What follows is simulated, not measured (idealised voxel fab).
process module | voxel trench capacitor
FYI the section here is cut, 175 nm wide, cells are 5 nm squares.
Square cells in a grid make up a cross-section in this document, and the grid is given as bands, listed from the top down, each one or more rows of cells.
A band entry consists of two parts. The first gives the height of the band's top and the height of its bottom, in nm. The rest lists the band's materials from left to right, each with its width in nm. A single material labelled with the word "throughout" fills the band from edge to edge, and the word "blank" marks empty space.
Height is counted from the level 0, under which the received wafer is composed throughout of one material. The lowest of the bands is not closed at the bottom but continues downward, in the notation "top 0, no bottom".
The two numbers in a width such as "30..40" mark its ends across the band: the first belongs to the top row of cells, the second to the bottom row, and from each row to the next the width moves by the same amount.
Where the words "remained the same" appear for a step, the cross-section shows no cell changed by that step; every cell remained as before.
The label "Voids, enclosed" introduces a list of the empty spaces, 8 cells or larger, that have no open way up to the top; each entry in it reads width x height at distance, where the distance is taken from the left edge and all three are stated in nm.
On each step's line, the part that comes after the settings is the simulator's own comment on the step.
overlay nm: step with mask; distance mask lay right of planned place; negative value = left of planned place.
Pairs ahead. Before: cross-section ahead of one process step. After: cross-section once the step is done, shown to the lowest changed band only. Under each pair: that step, with settings. Caution: pairs may come from different runs of this module on the same starting wafer; a pair follows the pair above only where its "Pre-process" entry says so.

**Pre-process**
- top 20, bottom 5  40 blank, 30 aC, 30 blank, 30 aC, 45 blank
- top 5, bottom 0  40 blank, 30 SiN, 30 blank, 30 SiN, 45 blank
- top 0, no bottom  Si throughout
- Voids, enclosed: none

**Cross-Section Thereafter**
- top 20, bottom 5  40 blank, 30 aC, 30 blank, 30 aC, 45 blank
- top 5, bottom 0  40 blank, 30 SiN, 30 blank, 30 SiN, 45 blank
- top 0, bottom -40  40 blank, 30 Si, 30 blank, 30 Si, 45 blank
- No changes below -40.
- Voids, enclosed: none
Between before and after as drawn above: DIRECTIONAL_ETCH,etch materials Si,depth nm 40

Pre-process: cross-section not repeated; it is the one shown after the step in the pair just above.

**Cross-Section Thereafter**
- top 5, bottom 0  40 blank, 30 SiN, 30 blank, 30 SiN, 45 blank
- No changes below 0.
- Voids, enclosed: none
Between before and after as drawn above: STRIP,etch materials aC

Pre-process: cross-section not repeated; it is the one shown after the step in the pair just above.

**Cross-Section Thereafter**
- top 10, bottom 5  35 blank, 40 HfO2, 20 blank, 40 HfO2, 40 blank
- top 5, bottom 0  35 blank, 5 HfO2, 30 SiN, 5 HfO2, 20 blank, 5 HfO2, 30 SiN, 5 HfO2, 40 blank
- top 0, bottom -35  35 blank, 5 HfO2, 30 Si, 5 HfO2, 20 blank, 5 HfO2, 30 Si, 5 HfO2, 40 blank
- top -35, bottom -40  40 HfO2, 30 Si, 30 HfO2, 30 Si, 45 HfO2
- No changes below -40.
- Voids, enclosed: none
Between before and after as drawn above: CONFORMAL_DEP,material HfO2,thk nm 5

Pre-process: cross-section not repeated; it is the one shown after the step in the pair just above.

**Cross-Section Thereafter**
- top 15, bottom 10  30 blank, 50 TiN, 10 blank, 50 TiN, 35 blank
- top 10, bottom 5  30 blank, 5 TiN, 40 HfO2, 5 TiN, 10 blank, 5 TiN, 40 HfO2, 5 TiN, 35 blank
- top 5, bottom 0  30 blank, 5 TiN, 5 HfO2, 30 SiN, 5 HfO2, 5 TiN, 10 blank, 5 TiN, 5 HfO2, 30 SiN, 5 HfO2, 5 TiN, 35 blank
- top 0, bottom -30  30 blank, 5 TiN, 5 HfO2, 30 Si, 5 HfO2, 5 TiN, 10 blank, 5 TiN, 5 HfO2, 30 Si, 5 HfO2, 5 TiN, 35 blank
- top -30, bottom -35  35 TiN, 5 HfO2, 30 Si, 5 HfO2, 20 TiN, 5 HfO2, 30 Si, 5 HfO2, 40 TiN
- No changes below -35.
- Voids, enclosed: none
Between before and after as drawn above: CONFORMAL_DEP,material TiN,thk nm 5

Pre-process: cross-section not repeated; it is the one shown after the step in the pair just above.

**Cross-Section Thereafter**
- top 20, bottom 15  W throughout
- top 15, bottom 10  30 W, 50 TiN, 10 W, 50 TiN, 35 W
- top 10, bottom 5  30 W, 5 TiN, 40 HfO2, 5 TiN, 10 W, 5 TiN, 40 HfO2, 5 TiN, 35 W
- top 5, bottom 0  30 W, 5 TiN, 5 HfO2, 30 SiN, 5 HfO2, 5 TiN, 10 W, 5 TiN, 5 HfO2, 30 SiN, 5 HfO2, 5 TiN, 35 W
- top 0, bottom -30  30 W, 5 TiN, 5 HfO2, 30 Si, 5 HfO2, 5 TiN, 10 W, 5 TiN, 5 HfO2, 30 Si, 5 HfO2, 5 TiN, 35 W
- No changes below -30.
- Voids, enclosed: none
Between before and after as drawn above: FILL_DEP,material W,thk nm 5

Pre-process: cross-section not repeated; it is the one shown after the step in the pair just above.

**Cross-Section Thereafter**
- top 5, bottom 0  30 W, 5 TiN, 5 HfO2, 30 SiN, 5 HfO2, 5 TiN, 10 W, 5 TiN, 5 HfO2, 30 SiN, 5 HfO2, 5 TiN, 35 W
- No changes below 0.
- Voids, enclosed: none
Between before and after as drawn above: CMP,height nm 5
